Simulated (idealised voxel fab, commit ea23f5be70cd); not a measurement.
Process module heading - voxel capacitor over wiring
Each square cell in cross-section cut measures 5 nm, and the section as a whole is 210 nm wide.
When this document writes out a cross-section, it uses a grid of square cells and lists it as bands, beginning at the top and moving down, with a band standing for one or more rows of cells.
Band: top and bottom heights (nm) first, top before bottom; then materials from left to right, widths in nm. "all across" marks a sole material filling the band edge to edge. "blank" denotes empty space.
It should be noted that heights are counted from 0, beneath which the wafer as supplied is of one material throughout, and that the lowest band possesses no lower boundary but continues downward, as written in "0 and below".
Width "30..40": first value at the band's top row of cells, second value at its bottom row, equal change from row to row.
You'll sometimes find "remained the same" written for a step, and that's the way of saying that nowhere in the cross-section did a cell change during that step.
"Fully sealed cavities" contains a list of empty spaces, each no smaller than 8 cells and without an open way to the top, written in the form width x height at distance with the distance from the left edge and all three in nm.
after a step's settings: what the simulator itself notes on the step
overlay nm: for a step with a mask, the amount by which the mask lay right of where it was planned; a negative amount means left of it.
**List of planned process steps**
- 1: RECEIVE: material Si
- 2: CONFORMAL_DEP: material SiO2, thk nm 15
- 3: CONFORMAL_DEP: material SiCN, thk nm 5
- 4: DIRECTIONAL_DEP: material SiO2, thk nm 25
- 5: MASKED_ETCH: tone open, mask id METAL_1, width nm 25, pitch nm 75, etch materials SiO2, depth nm 25, overlay nm 0
- 6: MASKED_ETCH: tone open, mask id METAL_1, width nm 25, pitch nm 75, etch materials SiCN, depth nm 5, overlay nm 0
- 7: CONFORMAL_DEP: material TiN, thk nm 5
- 8: FILL_DEP: material W, thk nm 10
- 9: CMP: height nm 45
- 10: EPI: material Ru, thk nm 5
- 11: FILL_DEP: material SiCN, thk nm 5
- 12: DIRECTIONAL_DEP: material SiO2, thk nm 10
- 13: MASKED_ETCH: tone open, mask id PLUG_1, width nm 15, etch materials SiO2, depth nm 10, overlay nm 0
- 14: MASKED_ETCH: tone open, mask id PLUG_1, width nm 15, etch materials SiCN, depth nm 5, overlay nm 0
- 15: CONFORMAL_DEP: material TiN, thk nm 5
- 16: FILL_DEP: material W, thk nm 5
- 17: CMP: height nm 65
- 18: DIRECTIONAL_DEP: material TiN, thk nm 10
- 19: DIRECTIONAL_DEP: material Al2O3, thk nm 5
- 20: DIRECTIONAL_DEP: material TiN, thk nm 10
- 21: PATTERN: tone cover, mask id UPPER_PLATE, material resist, width nm 55, thk nm 20, overlay nm 0
- 22: DIRECTIONAL_ETCH: etch materials TiN, depth nm 10
- 23: DIRECTIONAL_ETCH: etch materials Al2O3, depth nm 5
- 24: STRIP: etch materials resist
- 25: PATTERN: tone cover, mask id LOWER_PLATE, material resist, width nm 65, thk nm 15, overlay nm 0
- 26: DIRECTIONAL_ETCH: etch materials TiN, depth nm 10
- 27: STRIP: etch materials resist
- 28: FILL_DEP: material SiO2, thk nm 20
- 29: CMP: height nm 105
- 30: PATTERN: tone open, mask id PLUG_2, material resist, width nm 15, thk nm 20, overlay nm 0
- 31: DIRECTIONAL_ETCH: etch materials SiO2, depth nm 15
- 32: STRIP: etch materials resist
- 33: CONFORMAL_DEP: material TiN, thk nm 5
- 34: FILL_DEP: material Ru, thk nm 5
- 35: CMP: height nm 105
- 36: CONFORMAL_DEP: material SiCN, thk nm 5
For clarity, it should be stated that the wafers under discussion commence in an identical condition and differ with respect to the thk nm of step 3, the plan indicating the value that the first wafer had.
**Received wafers, first of several: cross-section after step 1**
* 0 and below  Si all across
* Fully sealed cavities: none
**Module end state after final step 36: cross-section of the first of several wafers**
* 110 down to 105  SiCN all across
* 105 down to 95  SiO2 (75) / TiN (5) / Ru (5) / TiN (5) / SiO2 (120)
* 95 down to 90  SiO2 (75) / TiN (15) / SiO2 (120)
* 90 down to 80  SiO2 (65) / TiN (55) / SiO2 (90)
* 80 down to 75  SiO2 (65) / Al2O3 (55) / SiO2 (90)
* 75 down to 65  SiO2 (60) / TiN (65) / SiO2 (85)
* 65 down to 55  SiO2 (65) / TiN (5) / W (5) / TiN (5) / SiO2 (130)
* 55 down to 50  SiCN (65) / TiN (15) / SiCN (130)
* 50 down to 45  SiCN (50) / Ru (35) / SiCN (40) / Ru (35) / SiCN (50)
* 45 down to 20  SiO2 (55) / TiN (5) / W (15) / TiN (5) / SiO2 (50) / TiN (5) / W (15) / TiN (5) / SiO2 (55)
* 20 down to 15  SiCN (55) / TiN (25) / SiCN (50) / TiN (25) / SiCN (55)
* 15 down to 0  SiO2 all across
* 0 and below  Si all across
* Fully sealed cavities: none
**last wafer at the end**
* 110 down to 105  SiCN all across
* 105 down to 95  SiO2 (75) / TiN (5) / Ru (5) / TiN (5) / SiO2 (120)
* 95 down to 90  SiO2 (75) / TiN (15) / SiO2 (120)
* 90 down to 80  SiO2 (65) / TiN (55) / SiO2 (90)
* 80 down to 75  SiO2 (65) / Al2O3 (55) / SiO2 (90)
* 75 down to 65  SiO2 (60) / TiN (65) / SiO2 (85)
* 65 down to 55  SiO2 (65) / TiN (5) / W (5) / TiN (5) / SiO2 (130)
* 55 down to 50  SiCN (65) / TiN (15) / SiCN (130)
* 50 down to 45  SiCN (50) / Ru (35) / SiCN (40) / Ru (35) / SiCN (50)
* 45 down to 35  SiO2 (55) / TiN (5) / W (15) / TiN (5) / SiO2 (50) / TiN (5) / W (15) / TiN (5) / SiO2 (55)
* 35 down to 30  SiCN (55) / TiN (25) / SiCN (50) / TiN (25) / SiCN (55)
* 30 down to 15  SiCN all across
* 15 down to 0  SiO2 all across
* 0 and below  Si all across
* Fully sealed cavities: none
**Below, a row for every wafer. Read it as the end-of-module picture: for each material the wafer shows its cells gained (+) or lost (-) since it was received, and then its closed voids**
thk nm 5 | +11 Al2O3 | +16 Ru | +141 SiCN | +632 SiO2 | +92 TiN | +32 W | Fully sealed cavities: none
thk nm 10 | +11 Al2O3 | +16 Ru | +183 SiCN | +600 SiO2 | +88 TiN | +26 W | Fully sealed cavities: none
thk nm 15 | +11 Al2O3 | +16 Ru | +225 SiCN | +568 SiO2 | +84 TiN | +20 W | Fully sealed cavities: none
thk nm 20 | +11 Al2O3 | +16 Ru | +267 SiCN | +536 SiO2 | +80 TiN | +14 W | Fully sealed cavities: none
